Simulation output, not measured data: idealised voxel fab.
This is a process module. Its name is voxel quadruple lines.
Each square cell in cross-section cut measures 5 nm, and the section as a whole is 230 nm wide.
When this document writes out a cross-section, it uses a grid of square cells and lists it as bands, beginning at the top and moving down, with a band standing for one or more rows of cells. In this notation a band is specified by the heights of its top and bottom, in that order and in nm, after which its materials appear from left to right, each paired with its width in nm. The word "edge to edge" attached to a single material means that material fills the band from edge to edge; the word "air" stands for empty space. Below 0: as-received wafer, all one material; heights counted from there. Lowest band: no bottom, goes on down, written "z 0 and below". Per-row width for "30 to 40": begins at first number (top row of band), ends at second number (bottom row), increment between rows held constant. You'll sometimes find "nothing altered" written for a step, and that's the way of saying that nowhere in the cross-section did a cell change during that step. "Closed voids list": empty spaces of 8 cells or more with no open way to the top, each given as width x height at distance, distance from the left edge, all in nm. What comes after the settings on a step's line is commentary from the simulator itself on that step. What "overlay nm" on a step's line means: if the step has a mask, that mask lay this far to the right of its planned place, or, when the value is negative, to the left.
SET OUT BELOW ARE THE PLANNED STEPS OF THE PROCESS
1: RECEIVE, material Si
2: CONFORMAL_DEP, material SiO2, thk nm 5
3: DIRECTIONAL_DEP, material W, thk nm 15
4: DIRECTIONAL_DEP, material polySi, thk nm 20
5: DIRECTIONAL_DEP, material aC, thk nm 20
6: PATTERN, tone cover, mask id MANDREL, material resist, width nm 30, pitch nm 80, thk nm 25, overlay nm 0
7: DIRECTIONAL_ETCH, etch materials aC, depth nm 20
8: STRIP, etch materials resist
9: CONFORMAL_DEP, material SiO2, thk nm 10
10: DIRECTIONAL_ETCH, etch materials SiO2, depth nm 10
11: STRIP, etch materials aC
12: DIRECTIONAL_ETCH, etch materials polySi, depth nm 20
13: STRIP, etch materials SiO2
14: CONFORMAL_DEP, material SiCN, thk nm 10
15: DIRECTIONAL_ETCH, etch materials SiCN, depth nm 10
16: STRIP, etch materials polySi
17: DIRECTIONAL_ETCH, etch materials W, depth nm 15
18: STRIP, etch materials SiCN
19: FILL_DEP, material SiO2, thk nm 5
20: CMP, height nm 20
WHAT FOLLOWS COVERS THE FIRST OF TWO WAFERS; IT RAN AS PLANNED
RECEIVED-STATE CROSS-SECTION, REFLECTING COMPLETION OF STEP 1
- z 0 and below  Si edge to edge
- Closed voids list: none
ONCE STEP 2 IS THROUGH, THE WAFER LOOKS LIKE THIS IN CROSS-SECTION
- z 5 to 0  SiO2 edge to edge
- Rest of section, below 0: as before.
ONCE STEP 3 IS THROUGH, THE WAFER LOOKS LIKE THIS IN CROSS-SECTION
- z 20 to 5  W edge to edge
- Rest of section, below 5: as before.
ONCE STEP 4 IS THROUGH, THE WAFER LOOKS LIKE THIS IN CROSS-SECTION
- z 40 to 20  polySi edge to edge
- Rest of section, below 20: as before.
ONCE STEP 5 IS THROUGH, THE WAFER LOOKS LIKE THIS IN CROSS-SECTION
- z 60 to 40  aC edge to edge
- Rest of section, below 40: as before.
ONCE STEP 6 IS THROUGH, THE WAFER LOOKS LIKE THIS IN CROSS-SECTION
- z 85 to 60  air=60  resist=30  air=50  resist=30  air=60
- Rest of section, below 60: as before.
ONCE STEP 7 IS THROUGH, THE WAFER LOOKS LIKE THIS IN CROSS-SECTION
- z 65 to 60  air=60  resist=30  air=50  resist=30  air=60
- z 60 to 40  air=60  aC=30  air=50  aC=30  air=60
- Rest of section, below 40: as before.
ONCE STEP 8 IS THROUGH, THE WAFER LOOKS LIKE THIS IN CROSS-SECTION
- z 60 to 40  air=60  aC=30  air=50  aC=30  air=60
- Rest of section, below 40: as before.
ONCE STEP 9 IS THROUGH, THE WAFER LOOKS LIKE THIS IN CROSS-SECTION
- z 70 to 60  air=50  SiO2=50  air=30  SiO2=50  air=50
- z 60 to 50  air=50  SiO2=10  aC=30  SiO2=10  air=30  SiO2=10  aC=30  SiO2=10  air=50
- z 50 to 40  SiO2=60  aC=30  SiO2=50  aC=30  SiO2=60
- Rest of section, below 40: as before.
ONCE STEP 10 IS THROUGH, THE WAFER LOOKS LIKE THIS IN CROSS-SECTION
- z 60 to 40  air=50  SiO2=10  aC=30  SiO2=10  air=30  SiO2=10  aC=30  SiO2=10  air=50
- Rest of section, below 40: as before.
ONCE STEP 11 IS THROUGH, THE WAFER LOOKS LIKE THIS IN CROSS-SECTION
- z 60 to 40  air=50  SiO2=10  air=30  SiO2=10  air=30  SiO2=10  air=30  SiO2=10  air=50
- Rest of section, below 40: as before.
ONCE STEP 12 IS THROUGH, THE WAFER LOOKS LIKE THIS IN CROSS-SECTION
- z 60 to 40  air=50  SiO2=10  air=30  SiO2=10  air=30  SiO2=10  air=30  SiO2=10  air=50
- z 40 to 20  air=50  polySi=10  air=30  polySi=10  air=30  polySi=10  air=30  polySi=10  air=50
- Rest of section, below 20: as before.
ONCE STEP 13 IS THROUGH, THE WAFER LOOKS LIKE THIS IN CROSS-SECTION
- z 40 to 20  air=50  polySi=10  air=30  polySi=10  air=30  polySi=10  air=30  polySi=10  air=50
- Rest of section, below 20: as before.
ONCE STEP 14 IS THROUGH, THE WAFER LOOKS LIKE THIS IN CROSS-SECTION
- z 50 to 40  air=40  SiCN=30  air=10  SiCN=30  air=10  SiCN=30  air=10  SiCN=30  air=40
- z 40 to 30  air=40  SiCN=10  polySi=10  SiCN=10  air=10  SiCN=10  polySi=10  SiCN=10  air=10  SiCN=10  polySi=10  SiCN=10  air=10  SiCN=10  polySi=10  SiCN=10  air=40
- z 30 to 20  SiCN=50  polySi=10  SiCN=30  polySi=10  SiCN=30  polySi=10  SiCN=30  polySi=10  SiCN=50
- Rest of section, below 20: as before.
ONCE STEP 15 IS THROUGH, THE WAFER LOOKS LIKE THIS IN CROSS-SECTION
- z 40 to 20  air=40  SiCN=10  polySi=10  SiCN=10  air=10  SiCN=10  polySi=10  SiCN=10  air=10  SiCN=10  polySi=10  SiCN=10  air=10  SiCN=10  polySi=10  SiCN=10  air=40
- Rest of section, below 20: as before.
ONCE STEP 16 IS THROUGH, THE WAFER LOOKS LIKE THIS IN CROSS-SECTION
- z 40 to 20  air=40  SiCN=10  air=10  SiCN=10  air=10  SiCN=10  air=10  SiCN=10  air=10  SiCN=10  air=10  SiCN=10  air=10  SiCN=10  air=10  SiCN=10  air=40
- Rest of section, below 20: as before.
ONCE STEP 17 IS THROUGH, THE WAFER LOOKS LIKE THIS IN CROSS-SECTION
- z 40 to 20  air=40  SiCN=10  air=10  SiCN=10  air=10  SiCN=10  air=10  SiCN=10  air=10  SiCN=10  air=10  SiCN=10  air=10  SiCN=10  air=10  SiCN=10  air=40
- z 20 to 5  air=40  W=10  air=10  W=10  air=10  W=10  air=10  W=10  air=10  W=10  air=10  W=10  air=10  W=10  air=10  W=10  air=40
- Rest of section, below 5: as before.
ONCE STEP 18 IS THROUGH, THE WAFER LOOKS LIKE THIS IN CROSS-SECTION
- z 20 to 5  air=40  W=10  air=10  W=10  air=10  W=10  air=10  W=10  air=10  W=10  air=10  W=10  air=10  W=10  air=10  W=10  air=40
- Rest of section, below 5: as before.
ONCE STEP 19 IS THROUGH, THE WAFER LOOKS LIKE THIS IN CROSS-SECTION
- z 25 to 20  SiO2 edge to edge
- z 20 to 5  SiO2=40  W=10  SiO2=10  W=10  SiO2=10  W=10  SiO2=10  W=10  SiO2=10  W=10  SiO2=10  W=10  SiO2=10  W=10  SiO2=10  W=10  SiO2=40
- Rest of section, below 5: as before.
ONCE STEP 20 IS THROUGH, THE WAFER LOOKS LIKE THIS IN CROSS-SECTION
- z 20 to 5  SiO2=40  W=10  SiO2=10  W=10  SiO2=10  W=10  SiO2=10  W=10  SiO2=10  W=10  SiO2=10  W=10  SiO2=10  W=10  SiO2=10  W=10  SiO2=40
- Rest of section, below 5: as before.
WHAT FOLLOWS CONCERNS THE SECOND WAFER, WHICH STARTED OUT LIKE THE FIRST AND WAS MEANT TO FOLLOW THE VERY SAME PLAN; ONE MISTAKE CREPT IN WHEN IT WAS RUN, BUT EVERYTHING UP TO AND INCLUDING STEP 5 IS THE SAME AS FOR THE FIRST WAFER
SECOND WAFER AT THE PLANNED FINISH OF STEP 6, SEEN IN CROSS-SECTION
- z 85 to 60  air=55  resist=40  air=40  resist=40  air=55
- Rest of section, below 60: as before.
SECOND WAFER AT THE PLANNED FINISH OF STEP 7, SEEN IN CROSS-SECTION
- z 65 to 60  air=55  resist=40  air=40  resist=40  air=55
- z 60 to 40  air=55  aC=40  air=40  aC=40  air=55
- Rest of section, below 40: as before.
SECOND WAFER AT THE PLANNED FINISH OF STEP 8, SEEN IN CROSS-SECTION
- z 60 to 40  air=55  aC=40  air=40  aC=40  air=55
- Rest of section, below 40: as before.
SECOND WAFER AT THE PLANNED FINISH OF STEP 9, SEEN IN CROSS-SECTION
- z 70 to 60  air=45  SiO2=60  air=20  SiO2=60  air=45
- z 60 to 50  air=45  SiO2=10  aC=40  SiO2=10  air=20  SiO2=10  aC=40  SiO2=10  air=45
- z 50 to 40  SiO2=55  aC=40  SiO2=40  aC=40  SiO2=55
- Rest of section, below 40: as before.
SECOND WAFER AT THE PLANNED FINISH OF STEP 10, SEEN IN CROSS-SECTION
- z 60 to 40  air=45  SiO2=10  aC=40  SiO2=10  air=20  SiO2=10  aC=40  SiO2=10  air=45
- Rest of section, below 40: as before.
SECOND WAFER AT THE PLANNED FINISH OF STEP 11, SEEN IN CROSS-SECTION
- z 60 to 40  air=45  SiO2=10  air=40  SiO2=10  air=20  SiO2=10  air=40  SiO2=10  air=45
- Rest of section, below 40: as before.
SECOND WAFER AT THE PLANNED FINISH OF STEP 12, SEEN IN CROSS-SECTION
- z 60 to 40  air=45  SiO2=10  air=40  SiO2=10  air=20  SiO2=10  air=40  SiO2=10  air=45
- z 40 to 20  air=45  polySi=10  air=40  polySi=10  air=20  polySi=10  air=40  polySi=10  air=45
- Rest of section, below 20: as before.
SECOND WAFER AT THE PLANNED FINISH OF STEP 13, SEEN IN CROSS-SECTION
- z 40 to 20  air=45  polySi=10  air=40  polySi=10  air=20  polySi=10  air=40  polySi=10  air=45
- Rest of section, below 20: as before.
SECOND WAFER AT THE PLANNED FINISH OF STEP 14, SEEN IN CROSS-SECTION
- z 50 to 40  air=35  SiCN=30  air=20  SiCN=60  air=20  SiCN=30  air=35
- z 40 to 30  air=35  SiCN=10  polySi=10  SiCN=10  air=20  SiCN=10  polySi=10  SiCN=20  polySi=10  SiCN=10  air=20  SiCN=10  polySi=10  SiCN=10  air=35
- z 30 to 20  SiCN=45  polySi=10  SiCN=40  polySi=10  SiCN=20  polySi=10  SiCN=40  polySi=10  SiCN=45
- Rest of section, below 20: as before.
SECOND WAFER AT THE PLANNED FINISH OF STEP 15, SEEN IN CROSS-SECTION
- z 40 to 20  air=35  SiCN=10  polySi=10  SiCN=10  air=20  SiCN=10  polySi=10  SiCN=20  polySi=10  SiCN=10  air=20  SiCN=10  polySi=10  SiCN=10  air=35
- Rest of section, below 20: as before.
SECOND WAFER AT THE PLANNED FINISH OF STEP 16, SEEN IN CROSS-SECTION
- z 40 to 20  air=35  SiCN=10  air=10  SiCN=10  air=20  SiCN=10  air=10  SiCN=20  air=10  SiCN=10  air=20  SiCN=10  air=10  SiCN=10  air=35
- Rest of section, below 20: as before.
SECOND WAFER AT THE PLANNED FINISH OF STEP 17, SEEN IN CROSS-SECTION
- z 40 to 20  air=35  SiCN=10  air=10  SiCN=10  air=20  SiCN=10  air=10  SiCN=20  air=10  SiCN=10  air=20  SiCN=10  air=10  SiCN=10  air=35
- z 20 to 5  air=35  W=10  air=10  W=10  air=20  W=10  air=10  W=20  air=10  W=10  air=20  W=10  air=10  W=10  air=35
- Rest of section, below 5: as before.
SECOND WAFER AT THE PLANNED FINISH OF STEP 18, SEEN IN CROSS-SECTION
- z 20 to 5  air=35  W=10  air=10  W=10  air=20  W=10  air=10  W=20  air=10  W=10  air=20  W=10  air=10  W=10  air=35
- Rest of section, below 5: as before.
SECOND WAFER AT THE PLANNED FINISH OF STEP 19, SEEN IN CROSS-SECTION
- z 25 to 20  SiO2 edge to edge
- z 20 to 5  SiO2=35  W=10  SiO2=10  W=10  SiO2=20  W=10  SiO2=10  W=20  SiO2=10  W=10  SiO2=20  W=10  SiO2=10  W=10  SiO2=35
- Rest of section, below 5: as before.
SECOND WAFER AT THE PLANNED FINISH OF STEP 20, SEEN IN CROSS-SECTION
- z 20 to 5  SiO2=35  W=10  SiO2=10  W=10  SiO2=20  W=10  SiO2=10  W=20  SiO2=10  W=10  SiO2=20  W=10  SiO2=10  W=10  SiO2=35
- Rest of section, below 5: as before.
Run error: step 6 ran as: PATTERN, tone cover, mask id MANDREL, material resist, width nm 40, pitch nm 80, thk nm 25, overlay nm 0
Both wafers, final: cells per material equal; arrangement not.
